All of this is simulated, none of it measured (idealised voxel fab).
process module | voxel self aligned vias
cross-section cut | 260 nm wide | cells 5 nm
A cross-section is a grid of square cells, given in bands from the top down. A band is one or more rows of cells.
Each band's line starts with the height of the band's top and of its bottom, in nm. Then come its materials from left to right, each with its width in nm. One material with "throughout" fills the band from edge to edge. "air" is empty space.
Height 0 is the level under which the wafer as received is all one material. The lowest band goes on downwards, as in "0 down".
A width such as "30 to 40" changes by the same amount from each row of cells to the next, from the band's top row to its bottom row.
"no change" after a step means that no cell of the cross-section changed.
closed voids: empty space of 8 cells or more with no open way to the top, each as width x height at its distance from the left edge, in nm
after a step's settings: what the simulator itself notes on the step
overlay nm, on a step with a mask: how far to the right of its planned place the mask lay; to the left if negative
plan
1 op RECEIVE | material Si
2 op CONFORMAL_DEP | material SiO2 | thk nm 15
3 op CONFORMAL_DEP | material SiCN | thk nm 5
4 op DIRECTIONAL_DEP | material lowk | thk nm 25
5 op DIRECTIONAL_DEP | material aC | thk nm 10
6 op PATTERN | tone open | mask id LINES | material resist | width nm 30 | pitch nm 65 | thk nm 25 | overlay nm 0
7 op DIRECTIONAL_ETCH | etch materials aC | depth nm 10
8 op STRIP | etch materials resist
9 op DIRECTIONAL_ETCH | etch materials lowk | depth nm 25
10 op STRIP | etch materials aC
11 op CONFORMAL_DEP | material TiN | thk nm 5
12 op FILL_DEP | material W | thk nm 5
13 op CMP | height nm 45
14 op SELECTIVE_ETCH | etch materials W Ru TiN | depth nm 10
15 op FILL_DEP | material SiN | thk nm 10
16 op CMP | height nm 45
17 op DIRECTIONAL_DEP | material lowk | thk nm 15
18 op PATTERN | tone open | mask id VIAS | material resist | width nm 50 | pitch nm 65 | thk nm 15 | overlay nm 0
19 op DIRECTIONAL_ETCH | etch materials lowk | depth nm 15
20 op DIRECTIONAL_ETCH | etch materials SiN | depth nm 10
21 op STRIP | etch materials resist
22 op CONFORMAL_DEP | material TiN | thk nm 5
23 op FILL_DEP | material Ru | thk nm 10
24 op CMP | height nm 60
25 op CONFORMAL_DEP | material SiCN | thk nm 5
first wafer, as planned
as received, after step 1
  0 down: Si throughout
  closed voids: none
after step 2
  15 to 0: SiO2 throughout
  below 0: unchanged
after step 3
  20 to 15: SiCN throughout
  below 15: unchanged
after step 4
  45 to 20: lowk throughout
  below 20: unchanged
after step 5
  55 to 45: aC throughout
  below 45: unchanged
after step 6
  80 to 55: resist 80 | air 30 | resist 35 | air 30 | resist 85
  below 55: unchanged
after step 7
  70 to 55: resist 80 | air 30 | resist 35 | air 30 | resist 85
  55 to 45: aC 80 | air 30 | aC 35 | air 30 | aC 85
  below 45: unchanged
after step 8
  55 to 45: aC 80 | air 30 | aC 35 | air 30 | aC 85
  below 45: unchanged
after step 9
  55 to 45: aC 80 | air 30 | aC 35 | air 30 | aC 85
  45 to 20: lowk 80 | air 30 | lowk 35 | air 30 | lowk 85
  below 20: unchanged
after step 10
  45 to 20: lowk 80 | air 30 | lowk 35 | air 30 | lowk 85
  below 20: unchanged
after step 11
  50 to 45: TiN 85 | air 20 | TiN 45 | air 20 | TiN 90
  45 to 25: lowk 80 | TiN 5 | air 20 | TiN 5 | lowk 35 | TiN 5 | air 20 | TiN 5 | lowk 85
  25 to 20: lowk 80 | TiN 30 | lowk 35 | TiN 30 | lowk 85
  below 20: unchanged
after step 12
  55 to 50: W throughout
  50 to 45: TiN 85 | W 20 | TiN 45 | W 20 | TiN 90
  45 to 25: lowk 80 | TiN 5 | W 20 | TiN 5 | lowk 35 | TiN 5 | W 20 | TiN 5 | lowk 85
  below 25: unchanged
after step 13
  45 to 25: lowk 80 | TiN 5 | W 20 | TiN 5 | lowk 35 | TiN 5 | W 20 | TiN 5 | lowk 85
  below 25: unchanged
after step 14
  45 to 35: lowk 80 | air 30 | lowk 35 | air 30 | lowk 85
  below 35: unchanged
after step 15
  55 to 45: SiN throughout
  45 to 35: lowk 80 | SiN 30 | lowk 35 | SiN 30 | lowk 85
  below 35: unchanged
after step 16
  45 to 35: lowk 80 | SiN 30 | lowk 35 | SiN 30 | lowk 85
  below 35: unchanged
after step 17
  60 to 45: lowk throughout
  below 45: unchanged
after step 18
  75 to 60: resist 70 | air 50 | resist 15 | air 50 | resist 75
  below 60: unchanged
after step 19
  75 to 60: resist 70 | air 50 | resist 15 | air 50 | resist 75
  60 to 45: lowk 70 | air 50 | lowk 15 | air 50 | lowk 75
  below 45: unchanged
after step 20
  75 to 60: resist 70 | air 50 | resist 15 | air 50 | resist 75
  60 to 45: lowk 70 | air 50 | lowk 15 | air 50 | lowk 75
  45 to 35: lowk 80 | air 30 | lowk 35 | air 30 | lowk 85
  below 35: unchanged
after step 21
  60 to 45: lowk 70 | air 50 | lowk 15 | air 50 | lowk 75
  below 45: unchanged
after step 22
  65 to 60: TiN 75 | air 40 | TiN 25 | air 40 | TiN 80
  60 to 50: lowk 70 | TiN 5 | air 40 | TiN 5 | lowk 15 | TiN 5 | air 40 | TiN 5 | lowk 75
  50 to 40: lowk 70 to 80 | TiN 15 to 5 | air 20 | TiN 15 to 5 | lowk 15 to 35 | TiN 15 to 5 | air 20 | TiN 15 to 5 | lowk 75 to 85
  40 to 35: lowk 80 | TiN 30 | lowk 35 | TiN 30 | lowk 85
  below 35: unchanged
after step 23
  75 to 65: Ru throughout
  65 to 60: TiN 75 | Ru 40 | TiN 25 | Ru 40 | TiN 80
  60 to 50: lowk 70 | TiN 5 | Ru 40 | TiN 5 | lowk 15 | TiN 5 | Ru 40 | TiN 5 | lowk 75
  50 to 40: lowk 70 to 80 | TiN 15 to 5 | Ru 20 | TiN 15 to 5 | lowk 15 to 35 | TiN 15 to 5 | Ru 20 | TiN 15 to 5 | lowk 75 to 85
  below 40: unchanged
after step 24
  60 to 50: lowk 70 | TiN 5 | Ru 40 | TiN 5 | lowk 15 | TiN 5 | Ru 40 | TiN 5 | lowk 75
  below 50: unchanged
after step 25
  65 to 60: SiCN throughout
  below 60: unchanged
second wafer: like start, like plan, one mistake. Through step 2 it matches the first wafer
when step 3 should have ended
  30 to 15: SiCN throughout
  below 15: unchanged
when step 4 should have ended
  55 to 30: lowk throughout
  below 30: unchanged
when step 5 should have ended
  65 to 55: aC throughout
  below 55: unchanged
when step 6 should have ended
  90 to 65: resist 80 | air 30 | resist 35 | air 30 | resist 85
  below 65: unchanged
when step 7 should have ended
  80 to 65: resist 80 | air 30 | resist 35 | air 30 | resist 85
  65 to 55: aC 80 | air 30 | aC 35 | air 30 | aC 85
  below 55: unchanged
when step 8 should have ended
  65 to 55: aC 80 | air 30 | aC 35 | air 30 | aC 85
  below 55: unchanged
when step 9 should have ended
  65 to 55: aC 80 | air 30 | aC 35 | air 30 | aC 85
  55 to 30: lowk 80 | air 30 | lowk 35 | air 30 | lowk 85
  below 30: unchanged
when step 10 should have ended
  55 to 30: lowk 80 | air 30 | lowk 35 | air 30 | lowk 85
  below 30: unchanged
when step 11 should have ended
  60 to 55: TiN 85 | air 20 | TiN 45 | air 20 | TiN 90
  55 to 35: lowk 80 | TiN 5 | air 20 | TiN 5 | lowk 35 | TiN 5 | air 20 | TiN 5 | lowk 85
  35 to 30: lowk 80 | TiN 30 | lowk 35 | TiN 30 | lowk 85
  below 30: unchanged
when step 12 should have ended
  65 to 60: W throughout
  60 to 55: TiN 85 | W 20 | TiN 45 | W 20 | TiN 90
  55 to 35: lowk 80 | TiN 5 | W 20 | TiN 5 | lowk 35 | TiN 5 | W 20 | TiN 5 | lowk 85
  below 35: unchanged
when step 13 should have ended
  45 to 35: lowk 80 | TiN 5 | W 20 | TiN 5 | lowk 35 | TiN 5 | W 20 | TiN 5 | lowk 85
  below 35: unchanged
when step 14 should have ended
  45 to 35: lowk 80 | air 30 | lowk 35 | air 30 | lowk 85
  below 35: unchanged
when step 15 should have ended
  55 to 45: SiN throughout
  45 to 35: lowk 80 | SiN 30 | lowk 35 | SiN 30 | lowk 85
  below 35: unchanged
when step 16 should have ended
  45 to 35: lowk 80 | SiN 30 | lowk 35 | SiN 30 | lowk 85
  below 35: unchanged
when step 17 should have ended
  60 to 45: lowk throughout
  below 45: unchanged
when step 18 should have ended
  75 to 60: resist 70 | air 50 | resist 15 | air 50 | resist 75
  below 60: unchanged
when step 19 should have ended
  75 to 60: resist 70 | air 50 | resist 15 | air 50 | resist 75
  60 to 45: lowk 70 | air 50 | lowk 15 | air 50 | lowk 75
  below 45: unchanged
when step 20 should have ended
  75 to 60: resist 70 | air 50 | resist 15 | air 50 | resist 75
  60 to 45: lowk 70 | air 50 | lowk 15 | air 50 | lowk 75
  45 to 35: lowk 80 | air 30 | lowk 35 | air 30 | lowk 85
  below 35: unchanged
when step 21 should have ended
  60 to 45: lowk 70 | air 50 | lowk 15 | air 50 | lowk 75
  below 45: unchanged
when step 22 should have ended
  65 to 60: TiN 75 | air 40 | TiN 25 | air 40 | TiN 80
  60 to 50: lowk 70 | TiN 5 | air 40 | TiN 5 | lowk 15 | TiN 5 | air 40 | TiN 5 | lowk 75
  50 to 40: lowk 70 to 80 | TiN 15 to 5 | air 20 | TiN 15 to 5 | lowk 15 to 35 | TiN 15 to 5 | air 20 | TiN 15 to 5 | lowk 75 to 85
  40 to 30: lowk 80 | TiN 30 | lowk 35 | TiN 30 | lowk 85
  below 30: unchanged
when step 23 should have ended
  75 to 65: Ru throughout
  65 to 60: TiN 75 | Ru 40 | TiN 25 | Ru 40 | TiN 80
  60 to 50: lowk 70 | TiN 5 | Ru 40 | TiN 5 | lowk 15 | TiN 5 | Ru 40 | TiN 5 | lowk 75
  50 to 40: lowk 70 to 80 | TiN 15 to 5 | Ru 20 | TiN 15 to 5 | lowk 15 to 35 | TiN 15 to 5 | Ru 20 | TiN 15 to 5 | lowk 75 to 85
  below 40: unchanged
when step 24 should have ended
  60 to 50: lowk 70 | TiN 5 | Ru 40 | TiN 5 | lowk 15 | TiN 5 | Ru 40 | TiN 5 | lowk 75
  below 50: unchanged
when step 25 should have ended
  65 to 60: SiCN throughout
  below 60: unchanged
what went wrong: step 3 ran as: op CONFORMAL_DEP | material SiCN | thk nm 15
at the end the second wafer has, in cells: 104 more of SiCN | 8 fewer of TiN | 16 fewer of W | 80 fewer of lowk
